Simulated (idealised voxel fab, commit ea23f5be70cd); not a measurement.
Process module name: voxel double patterning
This is section cut - it's 175 nm across, gridded in 5 nm square cells.
Cross-section = grid of square cells, listed top down in bands; band = one or more rows.
Heads up on the band format: heights come first, top then bottom, in nm. After that it's the materials left to right, each with its width in nm. A single material flagged "full width" fills the whole band edge to edge, and "empty" means there's empty space there.
The reference from which all heights are counted is 0, the level beneath which the as-received wafer is entirely one material; the lowest band, having no lower bound, proceeds downward and is written after the example "0 and below".
A width such as "30..40" changes by the same amount from each row of cells to the next, from the band's top row to its bottom row.
Key: "no change occurred" - step with no changed cell in the cross-section.
"Unvented voids" means: voids of 8 cells or more that are shut off from the top with no open way through. Written width x height at distance, distance from the left edge, in nm.
Formally, on a step line, whatever follows the settings is a remark that the simulator itself makes on the step.
You can add "overlay nm" to a step's line. For a step with a mask, it describes how far the mask lay to the right of its planned position, and a negative number describes a lay to the left.
**Process steps - plan**
step 1: RECEIVE [material Si]
step 2: CONFORMAL_DEP [material SiO2] [thk nm 10]
step 3: DIRECTIONAL_DEP [material TiN] [thk nm 20]
step 4: DIRECTIONAL_DEP [material SiCN] [thk nm 5]
step 5: PATTERN [tone open] [mask id FIRST] [material resist] [width nm 15] [pitch nm 50] [thk nm 15] [overlay nm 0]
step 6: DIRECTIONAL_ETCH [etch materials SiCN] [depth nm 5]
step 7: STRIP [etch materials resist]
step 8: PATTERN [tone open] [mask id SECOND] [material resist] [width nm 15] [thk nm 15] [overlay nm 0]
step 9: DIRECTIONAL_ETCH [etch materials SiCN] [depth nm 5]
step 10: STRIP [etch materials resist]
step 11: DIRECTIONAL_ETCH [etch materials TiN] [depth nm 20]
step 12: STRIP [etch materials SiCN]
**Wafer at receipt (post step 1), cross-section**
* 0 and below | Si full width
* Unvented voids: none
**The cross-section shown corresponds to the wafer at the conclusion of the module. The initial structure and the process plan are those presented above; however, one mistake occurred in executing the plan**
* 35 down to 30 | SiCN=55, then empty=15, then SiCN=10, then empty=15, then SiCN=10, then empty=15, then SiCN=55
* 30 down to 10 | TiN=55, then empty=15, then TiN=10, then empty=15, then TiN=10, then empty=15, then TiN=55
* 10 down to 0 | SiO2 full width
* 0 and below | Si full width
* Unvented voids: none
Error vs. plan: plan step 12 was not performed, having been skipped
